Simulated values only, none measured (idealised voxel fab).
You're looking at the process module voxel transistor to metal.
Cross-section cut spans 140 nm and uses square cells 5 nm in size.
Format of a cross-section: grid, square cells. Given as bands. Order: top down. Band: one or more rows of cells. Heads up on the band format: heights come first, top then bottom, in nm. After that it's the materials left to right, each with its width in nm. A single material flagged "everywhere" fills the whole band edge to edge, and "empty" means there's empty space there. Height 0 is the level under which the wafer as received is all one material. The lowest band goes on downwards, as in "0..down". With a width like "30..40", each row of cells in the band differs from the next by the same amount, the top row carrying the first number and the bottom row the second. Basically "remained the same" means that step didn't change any cell in the cross-section. Heads up: "Cavities, sealed" only lists the empty pockets with no open path to the top that are 8 cells or more, and it writes them as width x height at distance, distance from the left edge, in nm. On each step's line, the part that comes after the settings is the simulator's own comment on the step. "overlay nm" answers the question of how far to the right of plan the mask lay on a step that has a mask, and when it is negative the answer is to the left.

THE STEPS PLANNED FOR THE PROCESS ARE AS FOLLOWS
1) RECEIVE, material Si
2) CONFORMAL_DEP, material SiO2, thk nm 5
3) CONFORMAL_DEP, material SiN, thk nm 10
4) MASKED_ETCH, tone cover, mask id ACTIVE, width nm 100, etch materials SiN, depth nm 10, overlay nm 0
5) MASKED_ETCH, tone cover, mask id ACTIVE, width nm 100, etch materials SiO2, depth nm 5, overlay nm 0
6) MASKED_ETCH, tone cover, mask id ACTIVE, width nm 100, etch materials Si, depth nm 35, overlay nm 0
7) FILL_DEP, material SiO2, thk nm 10
8) CMP, height nm 15
9) SELECTIVE_ETCH, etch materials SiO2, depth nm 5
10) STRIP, etch materials SiN
11) SELECTIVE_ETCH, etch materials SiO2, depth nm 5
12) OXIDIZE, depth nm 5
13) DIRECTIONAL_DEP, material polySi, thk nm 25
14) DIRECTIONAL_DEP, material SiCN, thk nm 10
15) MASKED_ETCH, tone cover, mask id GATE, width nm 30, etch materials SiCN, depth nm 20, overlay nm 0
16) MASKED_ETCH, tone cover, mask id GATE, width nm 30, etch materials polySi, depth nm 35, overlay nm 0
17) CONFORMAL_DEP, material SiN, thk nm 10
18) DIRECTIONAL_ETCH, etch materials SiN, depth nm 10
19) DIRECTIONAL_ETCH, etch materials SiO2, depth nm 5
20) DIRECTIONAL_ETCH, etch materials Si, depth nm 15
21) EPI, material SiGe, thk nm 15
22) FILL_DEP, material SiO2, thk nm 10
23) CMP, height nm 25
24) STRIP, etch materials polySi
25) SELECTIVE_ETCH, etch materials SiO2, depth nm 5
26) CONFORMAL_DEP, material HfO2, thk nm 5
27) CONFORMAL_DEP, material TiN, thk nm 5
28) FILL_DEP, material W, thk nm 10
29) CMP, height nm 20
30) DIRECTIONAL_DEP, material SiO2, thk nm 10
31) MASKED_ETCH, tone open, mask id CONTACT, width nm 15, pitch nm 75, etch materials SiO2, depth nm 20, overlay nm 0
32) CONFORMAL_DEP, material TiN, thk nm 5
33) FILL_DEP, material W, thk nm 10
34) CMP, height nm 30
35) CONFORMAL_DEP, material SiN, thk nm 5
36) DIRECTIONAL_DEP, material lowk, thk nm 20
37) MASKED_ETCH, tone open, mask id METAL_1, width nm 15, pitch nm 75, etch materials lowk, depth nm 20, overlay nm 0
38) MASKED_ETCH, tone open, mask id METAL_1, width nm 15, pitch nm 75, etch materials SiN, depth nm 5, overlay nm 0
39) CONFORMAL_DEP, material TiN, thk nm 5
40) FILL_DEP, material Cu, thk nm 10
41) CMP, height nm 55
42) CONFORMAL_DEP, material SiN, thk nm 5

CROSS-SECTIONAL VIEW OF THE WAFER IN ITS AS-RECEIVED CONDITION, CORRESPONDING TO THE STATE AFTER STEP 1
	0..down | Si everywhere
	Cavities, sealed: none

FIRST OF TWO WAFERS: CROSS-SECTION AT END OF MODULE, RUN PER PLAN
	60..55 | SiN everywhere
	55..35 | 25 of lowk, 5 of TiN, 5 of Cu, 5 of TiN, 60 of lowk, 5 of TiN, 5 of Cu, 5 of TiN, 25 of lowk
	35..30 | 25 of SiN, 15 of TiN, 60 of SiN, 15 of TiN, 25 of SiN
	30..20 | 25 of SiO2, 5 of TiN, 5 of W, 5 of TiN, 60 of SiO2, 5 of TiN, 5 of W, 5 of TiN, 25 of SiO2
	20..15 | 25 of SiO2, 5 of TiN, 5 of W, 5 of TiN, 5 of SiO2, 10 of SiN, 5 of HfO2, 5 of TiN, 10 of W, 5 of TiN, 5 of HfO2, 10 of SiN, 5 of SiO2, 5 of TiN, 5 of W, 5 of TiN, 25 of SiO2
	15..10 | 25 of SiO2, 15 of TiN, 5 of SiO2, 10 of SiN, 5 of HfO2, 5 of TiN, 10 of W, 5 of TiN, 5 of HfO2, 10 of SiN, 5 of SiO2, 15 of TiN, 25 of SiO2
	10..5 | 20 of SiO2, 25 of SiGe, 10 of SiN, 5 of HfO2, 5 of TiN, 10 of W, 5 of TiN, 5 of HfO2, 10 of SiN, 25 of SiGe, 20 of SiO2
	5..0 | 15 of SiO2, 10 of SiN, 20 of SiGe, 10 of SiN, 5 of HfO2, 20 of TiN, 5 of HfO2, 10 of SiN, 20 of SiGe, 10 of SiN, 15 of SiO2
	0..-5 | 25 of SiO2, 20 of SiGe, 5 of SiO2, 40 of HfO2, 5 of SiO2, 20 of SiGe, 25 of SiO2
	-5..-20 | 20 of SiO2, 5 of Si, 20 of SiGe, 50 of Si, 20 of SiGe, 5 of Si, 20 of SiO2
	-20..-35 | 20 of SiO2, 100 of Si, 20 of SiO2
	-35..down | Si everywhere
	Cavities, sealed: none

HERE IS THE SECOND OF THE TWO WAFERS CUT OPEN AT THE END OF THE MODULE - SAME START, SAME PLAN AS THE FIRST ONE, BUT WE MADE ONE MISTAKE RUNNING IT
	75..70 | SiN everywhere
	70..60 | Cu everywhere
	60..55 | 30 of TiN, 5 of Cu, 70 of TiN, 5 of Cu, 30 of TiN
	55..35 | 25 of lowk, 5 of TiN, 5 of Cu, 5 of TiN, 60 of lowk, 5 of TiN, 5 of Cu, 5 of TiN, 25 of lowk
	35..30 | 25 of SiN, 15 of TiN, 60 of SiN, 15 of TiN, 25 of SiN
	30..20 | 25 of SiO2, 5 of TiN, 5 of W, 5 of TiN, 60 of SiO2, 5 of TiN, 5 of W, 5 of TiN, 25 of SiO2
	20..15 | 25 of SiO2, 5 of TiN, 5 of W, 5 of TiN, 5 of SiO2, 10 of SiN, 5 of HfO2, 5 of TiN, 10 of W, 5 of TiN, 5 of HfO2, 10 of SiN, 5 of SiO2, 5 of TiN, 5 of W, 5 of TiN, 25 of SiO2
	15..10 | 25 of SiO2, 15 of TiN, 5 of SiO2, 10 of SiN, 5 of HfO2, 5 of TiN, 10 of W, 5 of TiN, 5 of HfO2, 10 of SiN, 5 of SiO2, 15 of TiN, 25 of SiO2
	10..5 | 20 of SiO2, 25 of SiGe, 10 of SiN, 5 of HfO2, 5 of TiN, 10 of W, 5 of TiN, 5 of HfO2, 10 of SiN, 25 of SiGe, 20 of SiO2
	5..0 | 15 of SiO2, 10 of SiN, 20 of SiGe, 10 of SiN, 5 of HfO2, 20 of TiN, 5 of HfO2, 10 of SiN, 20 of SiGe, 10 of SiN, 15 of SiO2
	0..-5 | 25 of SiO2, 20 of SiGe, 5 of SiO2, 40 of HfO2, 5 of SiO2, 20 of SiGe, 25 of SiO2
	-5..-20 | 20 of SiO2, 5 of Si, 20 of SiGe, 50 of Si, 20 of SiGe, 5 of Si, 20 of SiO2
	-20..-35 | 20 of SiO2, 100 of Si, 20 of SiO2
	-35..down | Si everywhere
	Cavities, sealed: none
Against the plan, the run slipped here: yeah, step 41 of the plan got skipped, never ran
Heads up, by the end the second wafer has more or fewer cells of some materials compared to the first: Cu +58; TiN +26
